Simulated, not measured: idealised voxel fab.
process module | voxel capacitor over wiring
cross-section cut | 275 nm wide | cells 5 nm
A cross-section is a grid of square cells, given in bands from the top down. A band is one or more rows of cells.
Each band's line starts with the height of the band's top and of its bottom, in nm. Then come its materials from left to right, each with its width in nm. One material with "throughout" fills the band from edge to edge. "air" is empty space.
Height 0 is the level under which the wafer as received is all one material. The lowest band goes on downwards, as in "0 down".
A width such as "30 to 40" changes by the same amount from each row of cells to the next, from the band's top row to its bottom row.
"no change" after a step means that no cell of the cross-section changed.
closed voids: empty space of 8 cells or more with no open way to the top, each as width x height at its distance from the left edge, in nm
after a step's settings: what the simulator itself notes on the step
overlay nm, on a step with a mask: how far to the right of its planned place the mask lay; to the left if negative
plan
1 op RECEIVE | material Si
2 op CONFORMAL_DEP | material SiO2 | thk nm 10
3 op DIRECTIONAL_DEP | material TiN | thk nm 5
4 op DIRECTIONAL_DEP | material W | thk nm 20
5 op PATTERN | tone cover | mask id METAL_1 | material resist | width nm 30 | pitch nm 95 | thk nm 15 | overlay nm 0
6 op DIRECTIONAL_ETCH | etch materials W | depth nm 20
7 op DIRECTIONAL_ETCH | etch materials TiN | depth nm 5
8 op STRIP | etch materials resist
9 op FILL_DEP | material lowk | thk nm 10
10 op CMP | height nm 35
11 op CONFORMAL_DEP | material SiCN | thk nm 5
12 op DIRECTIONAL_DEP | material lowk | thk nm 10
13 op DIRECTIONAL_DEP | material aC | thk nm 15
14 op PATTERN | tone open | mask id PLUG_1 | material resist | width nm 15 | thk nm 35 | overlay nm 0
15 op DIRECTIONAL_ETCH | etch materials aC | depth nm 15
16 op STRIP | etch materials resist
17 op DIRECTIONAL_ETCH | etch materials lowk | depth nm 10
18 op DIRECTIONAL_ETCH | etch materials SiCN | depth nm 5
19 op STRIP | etch materials aC
20 op EPI | material Ru | thk nm 10
21 op EPI | material Ru | thk nm 5
22 op DIRECTIONAL_DEP | material TiN | thk nm 10
23 op DIRECTIONAL_DEP | material SiN | thk nm 5
24 op DIRECTIONAL_DEP | material TiN | thk nm 5
25 op MASKED_ETCH | tone cover | mask id UPPER_PLATE | width nm 70 | etch materials TiN | depth nm 5 | overlay nm 0
26 op MASKED_ETCH | tone cover | mask id UPPER_PLATE | width nm 70 | etch materials SiN | depth nm 5 | overlay nm 0
27 op MASKED_ETCH | tone cover | mask id LOWER_PLATE | width nm 80 | etch materials TiN | depth nm 10 | overlay nm 0
28 op FILL_DEP | material SiO2 | thk nm 15
29 op CMP | height nm 80
30 op DIRECTIONAL_DEP | material aC | thk nm 10
31 op PATTERN | tone open | mask id PLUG_2 | material resist | width nm 15 | thk nm 25 | overlay nm 0
32 op DIRECTIONAL_ETCH | etch materials aC | depth nm 10
33 op STRIP | etch materials resist
34 op DIRECTIONAL_ETCH | etch materials SiO2 | depth nm 10
35 op STRIP | etch materials aC
36 op CONFORMAL_DEP | material TiN | thk nm 5
37 op FILL_DEP | material Cu | thk nm 10
38 op CMP | height nm 80
39 op CONFORMAL_DEP | material SiCN | thk nm 5
as received, after step 1
  0 down: Si throughout
  closed voids: none
a wafer at the end: this start, this plan, one mistake
  85 to 80: SiCN throughout
  80 to 75: SiO2 100 | TiN 5 | Cu 5 | TiN 5 | SiO2 160
  75 to 70: SiO2 100 | TiN 15 | SiO2 160
  70 to 65: SiO2 90 | TiN 15 | SiO2 50 | TiN 5 | SiO2 115
  65 to 60: SiO2 90 | SiN 15 | SiO2 50 | SiN 5 | SiO2 115
  60 to 55: SiO2 85 | TiN 20 | SiO2 50 | TiN 10 | SiO2 110
  55 to 50: SiO2 85 | TiN 80 | SiO2 110
  50 to 45: SiO2 60 | Ru 30 | lowk 15 | SiN 50 | Ru 60 | SiO2 60
  45 to 40: SiO2 60 | Ru 30 | lowk 15 | TiN 50 | Ru 60 | SiO2 60
  40 to 35: SiO2 60 | Ru 30 | SiCN 15 | TiN 50 | Ru 60 | SiO2 60
  35 to 15: lowk 75 | W 30 | lowk 65 | W 30 | lowk 75
  15 to 10: lowk 75 | TiN 30 | lowk 65 | TiN 30 | lowk 75
  10 to 0: SiO2 throughout
  0 down: Si throughout
  closed voids: none
what went wrong: step 14 ran as: op PATTERN | tone cover | mask id PLUG_1 | material resist | width nm 15 | thk nm 35 | overlay nm 0
